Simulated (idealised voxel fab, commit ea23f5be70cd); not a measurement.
Process module under the name voxel wiring stack
The figure presents cross-section cut, which has a width of 255 nm and is divided into square cells with an edge length of 5 nm.
This document writes a cross-section as a grid whose cells are square, and gives it as bands, listed from the top down; one or more rows of cells form a band. Each band's line starts with the height of the band's top and of its bottom, in nm. Then come its materials from left to right, each with its width in nm. One material with "everywhere" fills the band from edge to edge. "empty" is empty space. Convention: height 0 is the level below which the wafer, as received, is all one material. The lowest band does not terminate at the bottom but continues downward, represented as "from 0 down". Quick explanation for "30 to 40": the width changes in equal steps down the rows of cells, from the first number in the band's top row to the second number in its bottom row. "no modifications" -> step changed no cross-section cell. In "Enclosed cavities" the enclosed voids are listed, meaning empty spaces of 8 cells or larger without any opening to the top. The form is width x height at distance, distance from the left edge, units nm. Anything after a step's settings on that line? It's the simulator's own note about the step. overlay nm, on a step with a mask: how far to the right of its planned place the mask lay; to the left if negative.
So here's the lineup of process steps we planned:
1,RECEIVE, material Si
2,CONFORMAL_DEP, material SiO2, thk nm 15
3,DIRECTIONAL_DEP, material TiN, thk nm 5
4,DIRECTIONAL_DEP, material Ru, thk nm 25
5,MASKED_ETCH, tone cover, mask id METAL_1, width nm 25, pitch nm 40, etch materials Ru, depth nm 25, overlay nm 0
6,MASKED_ETCH, tone cover, mask id METAL_1, width nm 25, pitch nm 40, etch materials TiN, depth nm 5, overlay nm 0
7,FILL_DEP, material SiO2, thk nm 10
8,CMP, height nm 45
9,CONFORMAL_DEP, material SiCN, thk nm 5
10,DIRECTIONAL_DEP, material lowk, thk nm 15
11,PATTERN, tone open, mask id PLUG_1, material resist, width nm 15, pitch nm 40, thk nm 15, overlay nm 0
12,DIRECTIONAL_ETCH, etch materials lowk, depth nm 15
13,DIRECTIONAL_ETCH, etch materials SiCN, depth nm 5
14,STRIP, etch materials resist
15,EPI, material Ru, thk nm 10
16,EPI, material Ru, thk nm 10
17,DIRECTIONAL_DEP, material TiN, thk nm 5
18,DIRECTIONAL_DEP, material Ru, thk nm 20
19,PATTERN, tone cover, mask id METAL_2, material resist, width nm 25, pitch nm 40, thk nm 20, overlay nm 0
20,DIRECTIONAL_ETCH, etch materials Ru, depth nm 20
21,DIRECTIONAL_ETCH, etch materials TiN, depth nm 5
22,STRIP, etch materials resist
23,FILL_DEP, material lowk, thk nm 10
24,CMP, height nm 90
25,CONFORMAL_DEP, material SiN, thk nm 5
Delivered wafer in cross-section: state after step 1:
* from 0 down | Si everywhere
* Enclosed cavities: none
Wafer cross-section at end of module: start and plan as shown above, one execution error:
* from 95 to 90 | SiN everywhere
* from 90 to 70 | lowk (95) | Ru (25) | lowk (15) | Ru (25) | lowk (95)
* from 70 to 65 | lowk (95) | TiN (25) | lowk (15) | TiN (25) | lowk (95)
* from 65 to 50 | lowk (110) | Ru (25) | lowk (15) | Ru (30) | lowk (75)
* from 50 to 45 | lowk (95) | SiCN (15) | Ru (25) | SiCN (15) | Ru (30) | lowk (75)
* from 45 to 20 | SiO2 (95) | Ru (25) | SiO2 (15) | Ru (25) | SiO2 (95)
* from 20 to 15 | SiO2 (95) | TiN (25) | SiO2 (15) | TiN (25) | SiO2 (95)
* from 15 to 0 | SiO2 everywhere
* from 0 down | Si everywhere
* Enclosed cavities: none
Heads up, the wafer didn't run the way we planned it: for step 11, the planned setting was not used; the step was instead run as PATTERN, tone cover, mask id PLUG_1, material resist, width nm 15, pitch nm 40, thk nm 15, overlay nm 0
